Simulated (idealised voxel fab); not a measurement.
Title: Process Module voxel wiring stack
Section cut is 280 nm wide and gridded with 5 nm square cells.
Cross-sections here: square-cell grids, written as top-down lists of bands, a band being one or more rows of cells. Heights first: top, then bottom, in nm. Then materials, left to right, each with a width in nm. "everywhere" on a single material: fills the band edge to edge. "empty": empty space. Heights are reckoned from 0. Under this level, the received wafer is all of one material. The bottommost band is open-ended downward, for example "z 0 and below". Width "30->40": first value at the band's top row of cells, second value at its bottom row, equal change from row to row. Reading "no change" for a step: not a cell of the cross-section changed in it. Under "Trapped voids" you'll find the enclosed gaps, the ones with no way out to the top, that are 8 cells or bigger; each reads width x height at distance, with distance counted from the left edge, everything in nm. Past the settings on a step's line: simulator remark, on that step. You can add "overlay nm" to a step's line. For a step with a mask, it describes how far the mask lay to the right of its planned position, and a negative number describes a lay to the left. Guide to the pairs. Each holds a before and an after cross-section around one process step; the after cross-section is cut off at the lowest band that changed. Look under the pair for the step between them and its settings. Pairs can come from different runs of this module on the same starting wafer, so a pair follows on from the one above it only where its entry headed "Prior state" says it does.
**Prior state**
    z 65 to 60  TiN 75; empty 10; TiN 30; empty 10; TiN 30; empty 10; TiN 30; empty 10; TiN 75
    z 60 to 55  SiCN 70; TiN 20; SiCN 20; TiN 20; SiCN 20; TiN 20; SiCN 20; TiN 20; SiCN 70
    z 55 to 30  lowk everywhere
    z 30 to 15  lowk 65; SiCN 5; W 20; SiCN 5; lowk 10; SiCN 5; W 20; SiCN 5; lowk 10; SiCN 5; W 20; SiCN 5; lowk 10; SiCN 5; W 20; SiCN 5; lowk 65
    z 15 to 10  SiCN 70; TiN 20; SiCN 20; TiN 20; SiCN 20; TiN 20; SiCN 20; TiN 20; SiCN 70
    z 10 to 0  SiO2 everywhere
    z 0 and below  Si everywhere
    Trapped voids: none
**Post-Step Appearance**
    z 75 to 65  Ru everywhere
    z 65 to 60  TiN 75; Ru 10; TiN 30; Ru 10; TiN 30; Ru 10; TiN 30; Ru 10; TiN 75
    Unchanged below 60.
    Trapped voids: none
The structure shown above changes from one cross-section to the other through op FILL_DEP | material Ru | thk nm 10
Prior state: refer to the pair immediately above; the cross-section shown after its step is the state before this one.
**Post-Step Appearance**
    z 60 to 55  SiCN 70; TiN 20; SiCN 20; TiN 20; SiCN 20; TiN 20; SiCN 20; TiN 20; SiCN 70
    Unchanged below 55.
    Trapped voids: none
The structure shown above changes from one cross-section to the other through op CMP | height nm 60
Prior state: refer to the pair immediately above; the cross-section shown after its step is the state before this one.
**Post-Step Appearance**
    z 65 to 60  SiCN everywhere
    Unchanged below 60.
    Trapped voids: none
The structure shown above changes from one cross-section to the other through op CONFORMAL_DEP | material SiCN | thk nm 5
**Prior state**
    z 30 to 15  lowk 65; SiCN 5; W 20; SiCN 5; lowk 10; SiCN 5; W 20; SiCN 5; lowk 10; SiCN 5; W 20; SiCN 5; lowk 10; SiCN 5; W 20; SiCN 5; lowk 65
    z 15 to 10  SiCN 70; TiN 20; SiCN 20; TiN 20; SiCN 20; TiN 20; SiCN 20; TiN 20; SiCN 70
    z 10 to 0  SiO2 everywhere
    z 0 and below  Si everywhere
    Trapped voids: none
**Post-Step Appearance**
    z 45 to 30  SiCN everywhere
    Unchanged below 30.
    Trapped voids: none
The structure shown above changes from one cross-section to the other through op CONFORMAL_DEP | material SiCN | thk nm 15
Prior state: refer to the pair immediately above; the cross-section shown after its step is the state before this one.
**Post-Step Appearance**
    z 70 to 45  lowk everywhere
    Unchanged below 45.
    Trapped voids: none
The structure shown above changes from one cross-section to the other through op DIRECTIONAL_DEP | material lowk | thk nm 25
Prior state: refer to the pair immediately above; the cross-section shown after its step is the state before this one.
**Post-Step Appearance**
    z 80 to 70  aC everywhere
    Unchanged below 70.
    Trapped voids: none
The structure shown above changes from one cross-section to the other through op DIRECTIONAL_DEP | material aC | thk nm 10
Prior state: refer to the pair immediately above; the cross-section shown after its step is the state before this one.
**Post-Step Appearance**
    z 110 to 80  resist 70; empty 15; resist 65; empty 15; resist 115
    Unchanged below 80.
    Trapped voids: none
The structure shown above changes from one cross-section to the other through op PATTERN | tone open | mask id METAL_2_HOLES | material resist | width nm 15 | pitch nm 80 | thk nm 30 | overlay nm 0
Prior state: refer to the pair immediately above; the cross-section shown after its step is the state before this one.
**Post-Step Appearance**
    z 100 to 80  resist 70; empty 15; resist 65; empty 15; resist 115
    z 80 to 70  aC 70; empty 15; aC 65; empty 15; aC 115
    Unchanged below 70.
    Trapped voids: none
The structure shown above changes from one cross-section to the other through op DIRECTIONAL_ETCH | etch materials aC | depth nm 10
Prior state: refer to the pair immediately above; the cross-section shown after its step is the state before this one.
**Post-Step Appearance**
    z 80 to 70  aC 70; empty 15; aC 65; empty 15; aC 115
    Unchanged below 70.
    Trapped voids: none
The structure shown above changes from one cross-section to the other through op STRIP | etch materials resist
Prior state: refer to the pair immediately above; the cross-section shown after its step is the state before this one.
**Post-Step Appearance**
    z 80 to 70  aC 70; empty 15; aC 65; empty 15; aC 115
    z 70 to 45  lowk 70; empty 15; lowk 65; empty 15; lowk 115
    Unchanged below 45.
    Trapped voids: none
The structure shown above changes from one cross-section to the other through op DIRECTIONAL_ETCH | etch materials lowk | depth nm 25
Prior state: refer to the pair immediately above; the cross-section shown after its step is the state before this one.
**Post-Step Appearance**
    z 70 to 45  lowk 70; empty 15; lowk 65; empty 15; lowk 115
    Unchanged below 45.
    Trapped voids: none
The structure shown above changes from one cross-section to the other through op STRIP | etch materials aC
Prior state: refer to the pair immediately above; the cross-section shown after its step is the state before this one.
**Post-Step Appearance**
    z 85 to 70  resist 70; empty 20; resist 20; empty 20; resist 20; empty 20; resist 20; empty 20; resist 70
    Unchanged below 70.
    Trapped voids: none
The structure shown above changes from one cross-section to the other through op PATTERN | tone open | mask id METAL_2 | material resist | width nm 20 | pitch nm 40 | thk nm 15 | overlay nm 0
Prior state: refer to the pair immediately above; the cross-section shown after its step is the state before this one.
**Post-Step Appearance**
    z 85 to 70  resist 70; empty 20; resist 20; empty 20; resist 20; empty 20; resist 20; empty 20; resist 70
    z 70 to 55  lowk 70; empty 20; lowk 20; empty 20; lowk 20; empty 20; lowk 20; empty 20; lowk 70
    Unchanged below 55.
    Trapped voids: none
The structure shown above changes from one cross-section to the other through op DIRECTIONAL_ETCH | etch materials lowk | depth nm 15
Prior state: refer to the pair immediately above; the cross-section shown after its step is the state before this one.
**Post-Step Appearance**
    z 85 to 70  resist 70; empty 20; resist 20; empty 20; resist 20; empty 20; resist 20; empty 20; resist 70
    z 70 to 55  lowk 70; empty 20; lowk 20; empty 20; lowk 20; empty 20; lowk 20; empty 20; lowk 70
    z 55 to 45  lowk 70; empty 15; lowk 65; empty 15; lowk 115
    z 45 to 40  SiCN 70; empty 15; SiCN 65; empty 15; SiCN 115
    Unchanged below 40.
    Trapped voids: none
The structure shown above changes from one cross-section to the other through op DIRECTIONAL_ETCH | etch materials SiCN | depth nm 5
Prior state: refer to the pair immediately above; the cross-section shown after its step is the state before this one.
**Post-Step Appearance**
    z 70 to 55  lowk 70; empty 20; lowk 20; empty 20; lowk 20; empty 20; lowk 20; empty 20; lowk 70
    Unchanged below 55.
    Trapped voids: none
The structure shown above changes from one cross-section to the other through op STRIP | etch materials resist
Prior state: refer to the pair immediately above; the cross-section shown after its step is the state before this one.
**Post-Step Appearance**
    z 75 to 70  TiN 75; empty 10; TiN 30; empty 10; TiN 30; empty 10; TiN 30; empty 10; TiN 75
    z 70 to 60  lowk 70; TiN 5; empty 10; TiN 5; lowk 20; TiN 5; empty 10; TiN 5; lowk 20; TiN 5; empty 10; TiN 5; lowk 20; TiN 5; empty 10; TiN 5; lowk 70
    z 60 to 55  lowk 70; TiN 5; empty 5; TiN 10; lowk 20; TiN 20; lowk 20; TiN 5; empty 5; TiN 10; lowk 20; TiN 20; lowk 70
    z 55 to 45  lowk 70; TiN 5; empty 5; TiN 5; lowk 65; TiN 5; empty 5; TiN 5; lowk 115
    z 45 to 40  SiCN 70; TiN 15; SiCN 65; TiN 15; SiCN 115
    Unchanged below 40.
    Trapped voids: none
The structure shown above changes from one cross-section to the other through op CONFORMAL_DEP | material TiN | thk nm 5
Prior state: refer to the pair immediately above; the cross-section shown after its step is the state before this one.
**Post-Step Appearance**
    z 85 to 75  Ru everywhere
    z 75 to 70  TiN 75; Ru 10; TiN 30; Ru 10; TiN 30; Ru 10; TiN 30; Ru 10; TiN 75
    z 70 to 60  lowk 70; TiN 5; Ru 10; TiN 5; lowk 20; TiN 5; Ru 10; TiN 5; lowk 20; TiN 5; Ru 10; TiN 5; lowk 20; TiN 5; Ru 10; TiN 5; lowk 70
    z 60 to 55  lowk 70; TiN 5; Ru 5; TiN 10; lowk 20; TiN 20; lowk 20; TiN 5; Ru 5; TiN 10; lowk 20; TiN 20; lowk 70
    z 55 to 45  lowk 70; TiN 5; Ru 5; TiN 5; lowk 65; TiN 5; Ru 5; TiN 5; lowk 115
    Unchanged below 45.
    Trapped voids: none
The structure shown above changes from one cross-section to the other through op FILL_DEP | material Ru | thk nm 10
Prior state: refer to the pair immediately above; the cross-section shown after its step is the state before this one.
**Post-Step Appearance**
    z 60 to 55  lowk 70; TiN 5; Ru 5; TiN 10; lowk 20; TiN 20; lowk 20; TiN 5; Ru 5; TiN 10; lowk 20; TiN 20; lowk 70
    Unchanged below 55.
    Trapped voids: none
The structure shown above changes from one cross-section to the other through op CMP | height nm 60
Prior state: refer to the pair immediately above; the cross-section shown after its step is the state before this one.
**Post-Step Appearance**
    z 65 to 60  SiCN everywhere
    Unchanged below 60.
    Trapped voids: none
The structure shown above changes from one cross-section to the other through op CONFORMAL_DEP | material SiCN | thk nm 5
**Prior state**
    z 60 to 35  lowk 70; empty 15; lowk 65; empty 15; lowk 115
    z 35 to 30  SiCN everywhere
    z 30 to 15  lowk 65; SiCN 5; W 20; SiCN 5; lowk 10; SiCN 5; W 20; SiCN 5; lowk 10; SiCN 5; W 20; SiCN 5; lowk 10; SiCN 5; W 20; SiCN 5; lowk 65
    z 15 to 10  SiCN 70; TiN 20; SiCN 20; TiN 20; SiCN 20; TiN 20; SiCN 20; TiN 20; SiCN 70
    z 10 to 0  SiO2 everywhere
    z 0 and below  Si everywhere
    Trapped voids: none
**Post-Step Appearance**
    z 75 to 60  resist 75; empty 15; resist 25; empty 15; resist 25; empty 15; resist 25; empty 15; resist 70
    z 60 to 35  lowk 70; resist 5; empty 10; lowk 65; resist 5; empty 10; lowk 115
    Unchanged below 35.
    Trapped voids: none
The structure shown above changes from one cross-section to the other through op PATTERN | tone open | mask id METAL_2 | material resist | width nm 15 | pitch nm 40 | thk nm 15 | overlay nm 0
Prior state: refer to the pair immediately above; the cross-section shown after its step is the state before this one.
**Post-Step Appearance**
    z 75 to 60  resist 75; empty 15; resist 25; empty 15; resist 25; empty 15; resist 25; empty 15; resist 70
    z 60 to 45  lowk 70; resist 5; empty 15; lowk 25; empty 15; lowk 20; resist 5; empty 15; lowk 25; empty 15; lowk 70
    Unchanged below 45.
    Trapped voids: none
The structure shown above changes from one cross-section to the other through op DIRECTIONAL_ETCH | etch materials lowk | depth nm 15
Prior state: refer to the pair immediately above; the cross-section shown after its step is the state before this one.
**Post-Step Appearance**
    z 75 to 60  resist 75; empty 15; resist 25; empty 15; resist 25; empty 15; resist 25; empty 15; resist 70
    z 60 to 45  lowk 70; resist 5; empty 15; lowk 25; empty 15; lowk 20; resist 5; empty 15; lowk 25; empty 15; lowk 70
    z 45 to 35  lowk 70; resist 5; empty 10; lowk 65; resist 5; empty 10; lowk 115
    z 35 to 30  SiCN 75; empty 10; SiCN 70; empty 10; SiCN 115
    Unchanged below 30.
    Trapped voids: none
The structure shown above changes from one cross-section to the other through op DIRECTIONAL_ETCH | etch materials SiCN | depth nm 5
Prior state: refer to the pair immediately above; the cross-section shown after its step is the state before this one.
**Post-Step Appearance**
    z 60 to 45  lowk 70; empty 20; lowk 25; empty 15; lowk 20; empty 20; lowk 25; empty 15; lowk 70
    z 45 to 35  lowk 70; empty 15; lowk 65; empty 15; lowk 115
    Unchanged below 35.
    Trapped voids: none
The structure shown above changes from one cross-section to the other through op STRIP | etch materials resist
Prior state: refer to the pair immediately above; the cross-section shown after its step is the state before this one.
**Post-Step Appearance**
    z 65 to 60  TiN 75; empty 10; TiN 35; empty 5; TiN 30; empty 10; TiN 35; empty 5; TiN 75
    z 60 to 50  lowk 70; TiN 5; empty 10; TiN 5; lowk 25; TiN 5; empty 5; TiN 5; lowk 20; TiN 5; empty 10; TiN 5; lowk 25; TiN 5; empty 5; TiN 5; lowk 70
    z 50 to 45  lowk 70; TiN 5; empty 5; TiN 10; lowk 25; TiN 15; lowk 20; TiN 5; empty 5; TiN 10; lowk 25; TiN 15; lowk 70
    z 45 to 40  lowk 70; TiN 5; empty 5; TiN 5; lowk 65; TiN 5; empty 5; TiN 5; lowk 115
    z 40 to 35  lowk 70; TiN 15; lowk 65; TiN 15; lowk 115
    z 35 to 30  SiCN 75; TiN 10; SiCN 70; TiN 10; SiCN 115
    Unchanged below 30.
    Trapped voids: none
The structure shown above changes from one cross-section to the other through op CONFORMAL_DEP | material TiN | thk nm 5
Prior state: refer to the pair immediately above; the cross-section shown after its step is the state before this one.
**Post-Step Appearance**
    z 75 to 65  Ru everywhere
    z 65 to 60  TiN 75; Ru 10; TiN 35; Ru 5; TiN 30; Ru 10; TiN 35; Ru 5; TiN 75
    z 60 to 50  lowk 70; TiN 5; Ru 10; TiN 5; lowk 25; TiN 5; Ru 5; TiN 5; lowk 20; TiN 5; Ru 10; TiN 5; lowk 25; TiN 5; Ru 5; TiN 5; lowk 70
    z 50 to 45  lowk 70; TiN 5; Ru 5; TiN 10; lowk 25; TiN 15; lowk 20; TiN 5; Ru 5; TiN 10; lowk 25; TiN 15; lowk 70
    z 45 to 40  lowk 70; TiN 5; Ru 5; TiN 5; lowk 65; TiN 5; Ru 5; TiN 5; lowk 115
    Unchanged below 40.
    Trapped voids: none
The structure shown above changes from one cross-section to the other through op FILL_DEP | material Ru | thk nm 10
Prior state: refer to the pair immediately above; the cross-section shown after its step is the state before this one.
**Post-Step Appearance**
    z 60 to 50  lowk 70; TiN 5; Ru 10; TiN 5; lowk 25; TiN 5; Ru 5; TiN 5; lowk 20; TiN 5; Ru 10; TiN 5; lowk 25; TiN 5; Ru 5; TiN 5; lowk 70
    Unchanged below 50.
    Trapped voids: none
The structure shown above changes from one cross-section to the other through op CMP | height nm 60
Prior state: refer to the pair immediately above; the cross-section shown after its step is the state before this one.
**Post-Step Appearance**
    z 65 to 60  SiCN everywhere
    Unchanged below 60.
    Trapped voids: none
The structure shown above changes from one cross-section to the other through op CONFORMAL_DEP | material SiCN | thk nm 5
**Prior state**
    z 30 to 15  empty 70; W 20; empty 20; W 20; empty 20; W 20; empty 20; W 20; empty 70
    z 15 to 10  TiN everywhere
    z 10 to 0  SiO2 everywhere
    z 0 and below  Si everywhere
    Trapped voids: none
**Post-Step Appearance**
    z 30 to 15  empty 70; W 20; empty 20; W 20; empty 20; W 20; empty 20; W 20; empty 70
    z 15 to 10  empty 60; TiN 30; empty 10; TiN 30; empty 10; TiN 30; empty 10; TiN 30; empty 70
    Unchanged below 10.
    Trapped voids: none
The structure shown above changes from one cross-section to the other through op MASKED_ETCH | tone cover | mask id METAL_1 | width nm 20 | pitch nm 40 | etch materials TiN | depth nm 5 | overlay nm -10
Prior state: refer to the pair immediately above; the cross-section shown after its step is the state before this one.
**Post-Step Appearance**
    z 35 to 30  empty 65; SiCN 30; empty 10; SiCN 30; empty 10; SiCN 30; empty 10; SiCN 30; empty 65
    z 30 to 20  empty 65; SiCN 5; W 20; SiCN 5; empty 10; SiCN 5; W 20; SiCN 5; empty 10; SiCN 5; W 20; SiCN 5; empty 10; SiCN 5; W 20; SiCN 5; empty 65
    z 20 to 15  empty 55; SiCN 15; W 20; SiCN 20; W 20; SiCN 20; W 20; SiCN 20; W 20; SiCN 5; empty 65
    z 15 to 10  SiCN 60; TiN 30; SiCN 10; TiN 30; SiCN 10; TiN 30; SiCN 10; TiN 30; SiCN 70
    Unchanged below 10.
    Trapped voids: none
The structure shown above changes from one cross-section to the other through op CONFORMAL_DEP | material SiCN | thk nm 5
Prior state: refer to the pair immediately above; the cross-section shown after its step is the state before this one.
**Post-Step Appearance**
    z 40 to 35  lowk everywhere
    z 35 to 30  lowk 65; SiCN 30; lowk 10; SiCN 30; lowk 10; SiCN 30; lowk 10; SiCN 30; lowk 65
    z 30 to 20  lowk 65; SiCN 5; W 20; SiCN 5; lowk 10; SiCN 5; W 20; SiCN 5; lowk 10; SiCN 5; W 20; SiCN 5; lowk 10; SiCN 5; W 20; SiCN 5; lowk 65
    z 20 to 15  lowk 55; SiCN 15; W 20; SiCN 20; W 20; SiCN 20; W 20; SiCN 20; W 20; SiCN 5; lowk 65
    Unchanged below 15.
    Trapped voids: none
The structure shown above changes from one cross-section to the other through op FILL_DEP | material lowk | thk nm 5
Prior state: refer to the pair immediately above; the cross-section shown after its step is the state before this one.
**Post-Step Appearance**
    z 30 to 20  lowk 65; SiCN 5; W 20; SiCN 5; lowk 10; SiCN 5; W 20; SiCN 5; lowk 10; SiCN 5; W 20; SiCN 5; lowk 10; SiCN 5; W 20; SiCN 5; lowk 65
    Unchanged below 20.
    Trapped voids: none
The structure shown above changes from one cross-section to the other through op CMP | height nm 30
Prior state: refer to the pair immediately above; the cross-section shown after its step is the state before this one.
**Post-Step Appearance**
    z 35 to 30  SiCN everywhere
    Unchanged below 30.
    Trapped voids: none
The structure shown above changes from one cross-section to the other through op CONFORMAL_DEP | material SiCN | thk nm 5
Prior state: refer to the pair immediately above; the cross-section shown after its step is the state before this one.
**Post-Step Appearance**
    z 60 to 35  lowk everywhere
    Unchanged below 35.
    Trapped voids: none
The structure shown above changes from one cross-section to the other through op DIRECTIONAL_DEP | material lowk | thk nm 25
Prior state: refer to the pair immediately above; the cross-section shown after its step is the state before this one.
**Post-Step Appearance**
    z 70 to 60  aC everywhere
    Unchanged below 60.
    Trapped voids: none
The structure shown above changes from one cross-section to the other through op DIRECTIONAL_DEP | material aC | thk nm 10
Prior state: refer to the pair immediately above; the cross-section shown after its step is the state before this one.
**Post-Step Appearance**
    z 100 to 70  resist 70; empty 15; resist 65; empty 15; resist 115
    Unchanged below 70.
    Trapped voids: none
The structure shown above changes from one cross-section to the other through op PATTERN | tone open | mask id METAL_2_HOLES | material resist | width nm 15 | pitch nm 80 | thk nm 30 | overlay nm 0
Prior state: refer to the pair immediately above; the cross-section shown after its step is the state before this one.
**Post-Step Appearance**
    z 90 to 70  resist 70; empty 15; resist 65; empty 15; resist 115
    z 70 to 60  aC 70; empty 15; aC 65; empty 15; aC 115
    Unchanged below 60.
    Trapped voids: none
The structure shown above changes from one cross-section to the other through op DIRECTIONAL_ETCH | etch materials aC | depth nm 10
Prior state: refer to the pair immediately above; the cross-section shown after its step is the state before this one.
**Post-Step Appearance**
    z 70 to 60  aC 70; empty 15; aC 65; empty 15; aC 115
    Unchanged below 60.
    Trapped voids: none
The structure shown above changes from one cross-section to the other through op STRIP | etch materials resist
Prior state: refer to the pair immediately above; the cross-section shown after its step is the state before this one.
**Post-Step Appearance**
    z 70 to 60  aC 70; empty 15; aC 65; empty 15; aC 115
    z 60 to 35  lowk 70; empty 15; lowk 65; empty 15; lowk 115
    Unchanged below 35.
    Trapped voids: none
The structure shown above changes from one cross-section to the other through op DIRECTIONAL_ETCH | etch materials lowk | depth nm 25
Prior state: refer to the pair immediately above; the cross-section shown after its step is the state before this one.
**Post-Step Appearance**
    z 60 to 35  lowk 70; empty 15; lowk 65; empty 15; lowk 115
    Unchanged below 35.
    Trapped voids: none
The structure shown above changes from one cross-section to the other through op STRIP | etch materials aC
Prior state: refer to the pair immediately above; the cross-section shown after its step is the state before this one.
**Post-Step Appearance**
    z 75 to 60  resist 70; empty 20; resist 20; empty 20; resist 20; empty 20; resist 20; empty 20; resist 70
    Unchanged below 60.
    Trapped voids: none
The structure shown above changes from one cross-section to the other through op PATTERN | tone open | mask id METAL_2 | material resist | width nm 20 | pitch nm 40 | thk nm 15 | overlay nm 0
Prior state: refer to the pair immediately above; the cross-section shown after its step is the state before this one.
**Post-Step Appearance**
    z 75 to 60  resist 70; empty 20; resist 20; empty 20; resist 20; empty 20; resist 20; empty 20; resist 70
    z 60 to 45  lowk 70; empty 20; lowk 20; empty 20; lowk 20; empty 20; lowk 20; empty 20; lowk 70
    Unchanged below 45.
    Trapped voids: none
The structure shown above changes from one cross-section to the other through op DIRECTIONAL_ETCH | etch materials lowk | depth nm 15
Prior state: refer to the pair immediately above; the cross-section shown after its step is the state before this one.
**Post-Step Appearance**
    z 75 to 60  resist 70; empty 20; resist 20; empty 20; resist 20; empty 20; resist 20; empty 20; resist 70
    z 60 to 45  lowk 70; empty 20; lowk 20; empty 20; lowk 20; empty 20; lowk 20; empty 20; lowk 70
    z 45 to 35  lowk 70; empty 15; lowk 65; empty 15; lowk 115
    z 35 to 30  SiCN 70; empty 15; SiCN 65; empty 15; SiCN 115
    Unchanged below 30.
    Trapped voids: none
The structure shown above changes from one cross-section to the other through op DIRECTIONAL_ETCH | etch materials SiCN | depth nm 5
Prior state: refer to the pair immediately above; the cross-section shown after its step is the state before this one.
**Post-Step Appearance**
    z 60 to 45  lowk 70; empty 20; lowk 20; empty 20; lowk 20; empty 20; lowk 20; empty 20; lowk 70
    Unchanged below 45.
    Trapped voids: none
The structure shown above changes from one cross-section to the other through op STRIP | etch materials resist
Prior state: refer to the pair immediately above; the cross-section shown after its step is the state before this one.
**Post-Step Appearance**
    z 65 to 60  TiN 75; empty 10; TiN 30; empty 10; TiN 30; empty 10; TiN 30; empty 10; TiN 75
    z 60 to 50  lowk 70; TiN 5; empty 10; TiN 5; lowk 20; TiN 5; empty 10; TiN 5; lowk 20; TiN 5; empty 10; TiN 5; lowk 20; TiN 5; empty 10; TiN 5; lowk 70
    z 50 to 45  lowk 70; TiN 5; empty 5; TiN 10; lowk 20; TiN 20; lowk 20; TiN 5; empty 5; TiN 10; lowk 20; TiN 20; lowk 70
    z 45 to 35  lowk 70; TiN 5; empty 5; TiN 5; lowk 65; TiN 5; empty 5; TiN 5; lowk 115
    z 35 to 30  SiCN 70; TiN 15; SiCN 65; TiN 15; SiCN 115
    Unchanged below 30.
    Trapped voids: none
The structure shown above changes from one cross-section to the other through op CONFORMAL_DEP | material TiN | thk nm 5
Prior state: refer to the pair immediately above; the cross-section shown after its step is the state before this one.
**Post-Step Appearance**
    z 75 to 65  Ru everywhere
    z 65 to 60  TiN 75; Ru 10; TiN 30; Ru 10; TiN 30; Ru 10; TiN 30; Ru 10; TiN 75
    z 60 to 50  lowk 70; TiN 5; Ru 10; TiN 5; lowk 20; TiN 5; Ru 10; TiN 5; lowk 20; TiN 5; Ru 10; TiN 5; lowk 20; TiN 5; Ru 10; TiN 5; lowk 70
    z 50 to 45  lowk 70; TiN 5; Ru 5; TiN 10; lowk 20; TiN 20; lowk 20; TiN 5; Ru 5; TiN 10; lowk 20; TiN 20; lowk 70
    z 45 to 35  lowk 70; TiN 5; Ru 5; TiN 5; lowk 65; TiN 5; Ru 5; TiN 5; lowk 115
    Unchanged below 35.
    Trapped voids: none
The structure shown above changes from one cross-section to the other through op FILL_DEP | material Ru | thk nm 10
Prior state: refer to the pair immediately above; the cross-section shown after its step is the state before this one.
**Post-Step Appearance**
    z 60 to 50  lowk 70; TiN 5; Ru 10; TiN 5; lowk 20; TiN 5; Ru 10; TiN 5; lowk 20; TiN 5; Ru 10; TiN 5; lowk 20; TiN 5; Ru 10; TiN 5; lowk 70
    Unchanged below 50.
    Trapped voids: none
The structure shown above changes from one cross-section to the other through op CMP | height nm 60
Prior state: refer to the pair immediately above; the cross-section shown after its step is the state before this one.
**Post-Step Appearance**
    z 65 to 60  SiCN everywhere
    Unchanged below 60.
    Trapped voids: none
The structure shown above changes from one cross-section to the other through op CONFORMAL_DEP | material SiCN | thk nm 5
**Prior state**
    z 65 to 60  TiN 75; empty 10; TiN 30; empty 10; TiN 30; empty 10; TiN 30; empty 10; TiN 75
    z 60 to 50  lowk 70; TiN 5; empty 10; TiN 5; lowk 20; TiN 5; empty 10; TiN 5; lowk 20; TiN 5; empty 10; TiN 5; lowk 20; TiN 5; empty 10; TiN 5; lowk 70
    z 50 to 45  lowk 70; TiN 5; empty 5; TiN 10; lowk 20; TiN 20; lowk 20; TiN 5; empty 5; TiN 10; lowk 20; TiN 20; lowk 70
    z 45 to 35  lowk 70; TiN 5; empty 5; TiN 5; lowk 65; TiN 5; empty 5; TiN 5; lowk 115
    z 35 to 30  SiCN 70; TiN 15; SiCN 65; TiN 15; SiCN 115
    z 30 to 15  lowk 65; SiCN 5; W 20; SiCN 5; lowk 10; SiCN 5; W 20; SiCN 5; lowk 10; SiCN 5; W 20; SiCN 5; lowk 10; SiCN 5; W 20; SiCN 5; lowk 65
    z 15 to 10  SiCN 70; TiN 20; SiCN 20; TiN 20; SiCN 20; TiN 20; SiCN 20; TiN 20; SiCN 70
    z 10 to 0  SiO2 everywhere
    z 0 and below  Si everywhere
    Trapped voids: none
**Post-Step Appearance**
    z 75 to 65  aC everywhere
    z 65 to 60  TiN 75; aC 10; TiN 30; aC 10; TiN 30; aC 10; TiN 30; aC 10; TiN 75
    z 60 to 50  lowk 70; TiN 5; aC 10; TiN 5; lowk 20; TiN 5; aC 10; TiN 5; lowk 20; TiN 5; aC 10; TiN 5; lowk 20; TiN 5; aC 10; TiN 5; lowk 70
    z 50 to 45  lowk 70; TiN 5; aC 5; TiN 10; lowk 20; TiN 20; lowk 20; TiN 5; aC 5; TiN 10; lowk 20; TiN 20; lowk 70
    z 45 to 35  lowk 70; TiN 5; aC 5; TiN 5; lowk 65; TiN 5; aC 5; TiN 5; lowk 115
    Unchanged below 35.
    Trapped voids: none
The structure shown above changes from one cross-section to the other through op FILL_DEP | material aC | thk nm 10
Prior state: refer to the pair immediately above; the cross-section shown after its step is the state before this one.
**Post-Step Appearance**
    z 60 to 50  lowk 70; TiN 5; aC 10; TiN 5; lowk 20; TiN 5; aC 10; TiN 5; lowk 20; TiN 5; aC 10; TiN 5; lowk 20; TiN 5; aC 10; TiN 5; lowk 70
    Unchanged below 50.
    Trapped voids: none
The structure shown above changes from one cross-section to the other through op CMP | height nm 60
Prior state: refer to the pair immediately above; the cross-section shown after its step is the state before this one.
**Post-Step Appearance**
    z 65 to 60  SiCN everywhere
    Unchanged below 60.
    Trapped voids: none
The structure shown above changes from one cross-section to the other through op CONFORMAL_DEP | material SiCN | thk nm 5
**Prior state**
    z 70 to 60  aC everywhere
    z 60 to 35  lowk everywhere
    z 35 to 30  SiCN everywhere
    z 30 to 15  lowk 65; SiCN 5; W 20; SiCN 5; lowk 10; SiCN 5; W 20; SiCN 5; lowk 10; SiCN 5; W 20; SiCN 5; lowk 10; SiCN 5; W 20; SiCN 5; lowk 65
    z 15 to 10  SiCN 70; TiN 20; SiCN 20; TiN 20; SiCN 20; TiN 20; SiCN 20; TiN 20; SiCN 70
    z 10 to 0  SiO2 everywhere
    z 0 and below  Si everywhere
    Trapped voids: none
**Post-Step Appearance**
    z 100 to 70  empty 70; resist 15; empty 65; resist 15; empty 115
    Unchanged below 70.
    Trapped voids: none
The structure shown above changes from one cross-section to the other through op PATTERN | tone cover | mask id METAL_2_HOLES | material resist | width nm 15 | pitch nm 80 | thk nm 30 | overlay nm 0
Prior state: refer to the pair immediately above; the cross-section shown after its step is the state before this one.
**Post-Step Appearance**
    z 90 to 70  empty 70; resist 15; empty 65; resist 15; empty 115
    z 70 to 60  empty 70; aC 15; empty 65; aC 15; empty 115
    Unchanged below 60.
    Trapped voids: none
The structure shown above changes from one cross-section to the other through op DIRECTIONAL_ETCH | etch materials aC | depth nm 10
Prior state: refer to the pair immediately above; the cross-section shown after its step is the state before this one.
**Post-Step Appearance**
    z 70 to 60  empty 70; aC 15; empty 65; aC 15; empty 115
    Unchanged below 60.
    Trapped voids: none
The structure shown above changes from one cross-section to the other through op STRIP | etch materials resist
Prior state: refer to the pair immediately above; the cross-section shown after its step is the state before this one.
**Post-Step Appearance**
    z 70 to 60  empty 70; aC 15; empty 65; aC 15; empty 115
    z 60 to 35  empty 70; lowk 15; empty 65; lowk 15; empty 115
    Unchanged below 35.
    Trapped voids: none
The structure shown above changes from one cross-section to the other through op DIRECTIONAL_ETCH | etch materials lowk | depth nm 25
Prior state: refer to the pair immediately above; the cross-section shown after its step is the state before this one.
**Post-Step Appearance**
    z 60 to 35  empty 70; lowk 15; empty 65; lowk 15; empty 115
    Unchanged below 35.
    Trapped voids: none
The structure shown above changes from one cross-section to the other through op STRIP | etch materials aC
Prior state: refer to the pair immediately above; the cross-section shown after its step is the state before this one.
**Post-Step Appearance**
    z 75 to 60  resist 70; empty 20; resist 20; empty 20; resist 20; empty 20; resist 20; empty 20; resist 70
    z 60 to 35  resist 70; lowk 15; empty 5; resist 20; empty 20; resist 20; lowk 15; empty 5; resist 20; empty 20; resist 70
    Unchanged below 35.
    Trapped voids: none
The structure shown above changes from one cross-section to the other through op PATTERN | tone open | mask id METAL_2 | material resist | width nm 20 | pitch nm 40 | thk nm 15 | overlay nm 0
Prior state: refer to the pair immediately above; the cross-section shown after its step is the state before this one.
**Post-Step Appearance**
    z 75 to 45  resist 70; empty 20; resist 20; empty 20; resist 20; empty 20; resist 20; empty 20; resist 70
    Unchanged below 45.
    Trapped voids: none
The structure shown above changes from one cross-section to the other through op DIRECTIONAL_ETCH | etch materials lowk | depth nm 15
Prior state: refer to the pair immediately above; the cross-section shown after its step is the state before this one.
**Post-Step Appearance**
    z 75 to 45  resist 70; empty 20; resist 20; empty 20; resist 20; empty 20; resist 20; empty 20; resist 70
    z 45 to 35  resist 70; lowk 15; empty 5; resist 20; empty 20; resist 20; lowk 15; empty 5; resist 20; empty 20; resist 70
    z 35 to 30  SiCN 85; empty 5; SiCN 20; empty 20; SiCN 35; empty 5; SiCN 20; empty 20; SiCN 70
    Unchanged below 30.
    Trapped voids: none
The structure shown above changes from one cross-section to the other through op DIRECTIONAL_ETCH | etch materials SiCN | depth nm 5
